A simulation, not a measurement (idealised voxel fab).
process module | voxel capacitor over wiring
cross-section cut | 280 nm wide | cells 5 nm
A cross-section is a grid of square cells, given in bands from the top down. A band is one or more rows of cells.
Each band's line starts with the height of the band's top and of its bottom, in nm. Then come its materials from left to right, each with its width in nm. One material with "throughout" fills the band from edge to edge. "air" is empty space.
Height 0 is the level under which the wafer as received is all one material. The lowest band goes on downwards, as in "0 down".
A width such as "30 to 40" changes by the same amount from each row of cells to the next, from the band's top row to its bottom row.
"no change" after a step means that no cell of the cross-section changed.
closed voids: empty space of 8 cells or more with no open way to the top, each as width x height at its distance from the left edge, in nm
after a step's settings: what the simulator itself notes on the step
overlay nm, on a step with a mask: how far to the right of its planned place the mask lay; to the left if negative
plan
1 op RECEIVE | material Si
2 op CONFORMAL_DEP | material SiO2 | thk nm 10
3 op CONFORMAL_DEP | material SiN | thk nm 5
4 op DIRECTIONAL_DEP | material SiO2 | thk nm 15
5 op PATTERN | tone open | mask id METAL_1 | material resist | width nm 20 | pitch nm 70 | thk nm 15 | overlay nm 0
6 op DIRECTIONAL_ETCH | etch materials SiO2 | depth nm 15
7 op DIRECTIONAL_ETCH | etch materials SiN | depth nm 5
8 op STRIP | etch materials resist
9 op CONFORMAL_DEP | material TiN | thk nm 5
10 op FILL_DEP | material W | thk nm 10
11 op CMP | height nm 30
12 op EPI | material Ru | thk nm 5
13 op FILL_DEP | material SiCN | thk nm 5
14 op DIRECTIONAL_DEP | material lowk | thk nm 10
15 op DIRECTIONAL_DEP | material aC | thk nm 15
16 op PATTERN | tone open | mask id PLUG_1 | material resist | width nm 15 | thk nm 35 | overlay nm 0
17 op DIRECTIONAL_ETCH | etch materials aC | depth nm 15
18 op STRIP | etch materials resist
19 op DIRECTIONAL_ETCH | etch materials lowk | depth nm 10
20 op DIRECTIONAL_ETCH | etch materials SiCN | depth nm 5
21 op STRIP | etch materials aC
22 op CONFORMAL_DEP | material TiN | thk nm 5
23 op FILL_DEP | material Ru | thk nm 10
24 op CMP | height nm 50
25 op DIRECTIONAL_DEP | material TiN | thk nm 5
26 op DIRECTIONAL_DEP | material HfO2 | thk nm 5
27 op DIRECTIONAL_DEP | material TiN | thk nm 5
28 op DIRECTIONAL_DEP | material aC | thk nm 10
29 op PATTERN | tone cover | mask id UPPER_PLATE | material resist | width nm 55 | thk nm 25 | overlay nm 0
30 op DIRECTIONAL_ETCH | etch materials aC | depth nm 10
31 op STRIP | etch materials resist
32 op DIRECTIONAL_ETCH | etch materials TiN | depth nm 5
33 op DIRECTIONAL_ETCH | etch materials HfO2 | depth nm 5
34 op STRIP | etch materials aC
35 op MASKED_ETCH | tone cover | mask id LOWER_PLATE | width nm 65 | etch materials TiN | depth nm 5 | overlay nm 0
36 op FILL_DEP | material SiO2 | thk nm 15
37 op CMP | height nm 75
38 op DIRECTIONAL_DEP | material aC | thk nm 15
39 op PATTERN | tone open | mask id PLUG_2 | material resist | width nm 15 | thk nm 30 | overlay nm 0
40 op DIRECTIONAL_ETCH | etch materials aC | depth nm 15
41 op STRIP | etch materials resist
42 op DIRECTIONAL_ETCH | etch materials SiO2 | depth nm 10
43 op STRIP | etch materials aC
44 op CONFORMAL_DEP | material TiN | thk nm 5
45 op FILL_DEP | material Cu | thk nm 10
46 op CMP | height nm 75
47 op CONFORMAL_DEP | material SiCN | thk nm 5
varied across the wafers: width nm of step 39. The plan shows the first wafer's value. All wafers start alike
first wafer as received, after step 1
  0 down: Si throughout
  closed voids: none
each wafer at the end: cells of each material gained (+) or lost (-) since it was received, then its closed voids
width nm 15 | +1 Cu | +11 HfO2 | +14 Ru | +153 SiCN | +48 SiN | +495 SiO2 | +56 TiN | +12 W | +106 lowk | closed voids: none
width nm 20 | +2 Cu | +11 HfO2 | +14 Ru | +153 SiCN | +48 SiN | +493 SiO2 | +57 TiN | +12 W | +106 lowk | closed voids: none
width nm 25 | +3 Cu | +11 HfO2 | +14 Ru | +153 SiCN | +48 SiN | +491 SiO2 | +58 TiN | +12 W | +106 lowk | closed voids: none
width nm 30 | +4 Cu | +11 HfO2 | +14 Ru | +153 SiCN | +48 SiN | +489 SiO2 | +59 TiN | +12 W | +106 lowk | closed voids: none
